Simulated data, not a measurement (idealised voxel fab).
This is a process module. Its name is voxel gate over fins.
Xsec cut, 270 nm wide, square cell size 5 nm.
A cross-section is a grid of square cells, given in bands from the top down. A band is one or more rows of cells. Look at the band entry: it leads with the top's height and the bottom's height in nm. Then it lists the materials left to right, with a width in nm for each. The word "everywhere" on a single material says that material fills the band edge to edge. The word "blank" is empty space. A quick word on heights: they are counted from 0, and under that level the wafer as it came to us is one material throughout. The lowest band is different from the rest in having no bottom; it simply continues downward, written as in "0 and below". When a width is written as two numbers, as in "30->40", the first number is the width in the top row of cells of the band and the second is the width in its bottom row, and the width changes by the same amount from each row to the next. Any step labelled "no change occurred" changed none of the cells in the cross-section. Enclosed voids (no open way to top), threshold 8 cells or more, entry "Tabulated closed voids", notation width x height at distance, distance from left edge, nm. Text after the settings on a step's line: the simulator's own remark on that step. What "overlay nm" on a step's line means: if the step has a mask, that mask lay this far to the right of its planned place, or, when the value is negative, to the left.
### plan
1: RECEIVE: material Si
2: CONFORMAL_DEP: material SiN, thk nm 5
3: PATTERN: tone cover, mask id FINS, material resist, width nm 15, pitch nm 40, thk nm 15, overlay nm 0
4: DIRECTIONAL_ETCH: etch materials SiN, depth nm 5
5: DIRECTIONAL_ETCH: etch materials Si, depth nm 30
6: STRIP: etch materials resist
7: OXIDIZE: depth nm 5
8: FILL_DEP: material SiO2, thk nm 10
9: CMP: height nm 5
10: SELECTIVE_ETCH: etch materials SiO2, depth nm 15
11: STRIP: etch materials SiN
12: CONFORMAL_DEP: material HfO2, thk nm 5
13: CONFORMAL_DEP: material TiN, thk nm 5
14: FILL_DEP: material W, thk nm 10
15: CMP: height nm 15
16: CONFORMAL_DEP: material SiN, thk nm 5
### Wafer as received: cross-section following step 1
- 0 and below  Si everywhere
- Tabulated closed voids: none
### Cross-sectional result after module completion. Note: starting condition and plan are unchanged from above; one processing mistake was made
- 20 down to 15  SiN everywhere
- 15 down to 10  W everywhere
- 10 down to 5  W 85, TiN 25, W 15, TiN 25, W 15, TiN 25, W 80
- 5 down to 0  W 85, TiN 5, HfO2 15, TiN 5, W 15, TiN 5, HfO2 15, TiN 5, W 15, TiN 5, HfO2 15, TiN 5, W 80
- 0 down to -5  TiN 90, HfO2 5, Si 5, HfO2 5, TiN 25, HfO2 5, Si 5, HfO2 5, TiN 25, HfO2 5, Si 5, HfO2 5, TiN 85
- -5 down to -10  HfO2 95, Si 5, HfO2 35, Si 5, HfO2 35, Si 5, HfO2 90
- -10 down to -35  SiO2 95, Si 5, SiO2 35, Si 5, SiO2 35, Si 5, SiO2 90
- -35 and below  Si everywhere
- Tabulated closed voids: none
what went wrong: not per plan at step 3, really ran PATTERN: tone cover, mask id FINS, material resist, width nm 15, pitch nm 40, thk nm 15, overlay nm 5
